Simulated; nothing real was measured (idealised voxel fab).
voxel self aligned contacts: a process module
Pictured: cross-section cut, 210 nm wide, on a grid of 5 nm square cells.
Cross-section = grid of square cells, listed top down in bands; band = one or more rows.
Top, bottom (nm), then materials left to right with widths (nm); lone material tagged "edge to edge" fills the whole band edge to edge; "air" = empty space.
All heights in this document are referenced to 0, defined as the level beneath which the wafer, as received, consists entirely of one material. The lowest band is not bounded below; it extends indefinitely downward and is written in the form "from 0 down".
So if you see something like "30->40" for the width, read it as the top row of the band sitting at the first number and the bottom row at the second, with every row in between moving by the same amount as the last.
Where the words "no change occurred" appear for a step, the cross-section shows no cell changed by that step; every cell remained as before.
Catalogued sealed voids: empty space of 8 cells or more with no open way to the top, each as width x height at its distance from the left edge, in nm
What comes after the settings on a step's line is commentary from the simulator itself on that step.
On any step carrying a mask, the "overlay nm" setting, if present on the step's line, tells how far right of its planned place the mask lay; negative values point to the left.
# So here's the lineup of process steps we planned
1. RECEIVE with material Si
2. OXIDIZE with depth nm 5
3. DIRECTIONAL_DEP with material polySi, thk nm 20
4. DIRECTIONAL_DEP with material SiN, thk nm 15
5. MASKED_ETCH with tone cover, mask id GATE, width nm 35, pitch nm 65, etch materials SiN, depth nm 15, overlay nm 0
6. MASKED_ETCH with tone cover, mask id GATE, width nm 35, pitch nm 65, etch materials polySi, depth nm 20, overlay nm 0
7. CONFORMAL_DEP with material SiN, thk nm 5
8. DIRECTIONAL_ETCH with etch materials SiN, depth nm 5
9. FILL_DEP with material SiO2, thk nm 10
10. CMP with height nm 40
11. MASKED_ETCH with tone open, mask id CONTACT, width nm 50, etch materials SiO2, depth nm 45, overlay nm 0
12. CONFORMAL_DEP with material TiN, thk nm 5
13. FILL_DEP with material W, thk nm 10
14. CMP with height nm 40
15. CONFORMAL_DEP with material SiN, thk nm 5
# Delivered wafer in cross-section: state after step 1
  from 0 down | Si edge to edge
  Catalogued sealed voids: none
# The first of two wafers, cross-sectioned at the end of the module, with the run proceeding as planned
  from 45 to 40 | SiN edge to edge
  from 40 to 35 | SiO2 80 nm, TiN 20 nm, W 10 nm, TiN 20 nm, SiO2 80 nm
  from 35 to 20 | SiO2 50 nm, SiN 45 nm, TiN 5 nm, W 10 nm, TiN 5 nm, SiN 45 nm, SiO2 50 nm
  from 20 to 0 | SiO2 50 nm, SiN 5 nm, polySi 35 nm, SiN 5 nm, TiN 5 nm, W 10 nm, TiN 5 nm, SiN 5 nm, polySi 35 nm, SiN 5 nm, SiO2 50 nm
  from 0 to -5 | SiO2 95 nm, TiN 20 nm, SiO2 95 nm
  from -5 down | Si edge to edge
  Catalogued sealed voids: none
# Second wafer through the module, sectioned at the end: same beginning and same plan as the first wafer, with one mistake in carrying it out
  from 45 to 40 | SiN edge to edge
  from 40 to 35 | SiO2 80 nm, TiN 20 nm, W 10 nm, TiN 20 nm, SiO2 80 nm
  from 35 to 20 | SiO2 50 nm, SiN 45 nm, TiN 5 nm, W 10 nm, TiN 5 nm, SiN 45 nm, SiO2 50 nm
  from 20 to 0 | SiO2 50 nm, SiN 5 nm, polySi 35 nm, SiN 5 nm, TiN 5 nm, W 10 nm, TiN 5 nm, SiN 5 nm, polySi 35 nm, SiN 5 nm, SiO2 50 nm
  from 0 to -5 | SiO2 95 nm, TiN 20 nm, SiO2 95 nm
  from -5 to -10 | SiO2 edge to edge
  from -10 down | Si edge to edge
  Catalogued sealed voids: none
Deviation from plan: step 2 was processed under conditions differing from the plan, specifically as OXIDIZE with depth nm 10
Counted in cells at the end, the second wafer holds more or fewer of these materials than the first: Si -42; SiO2 +42
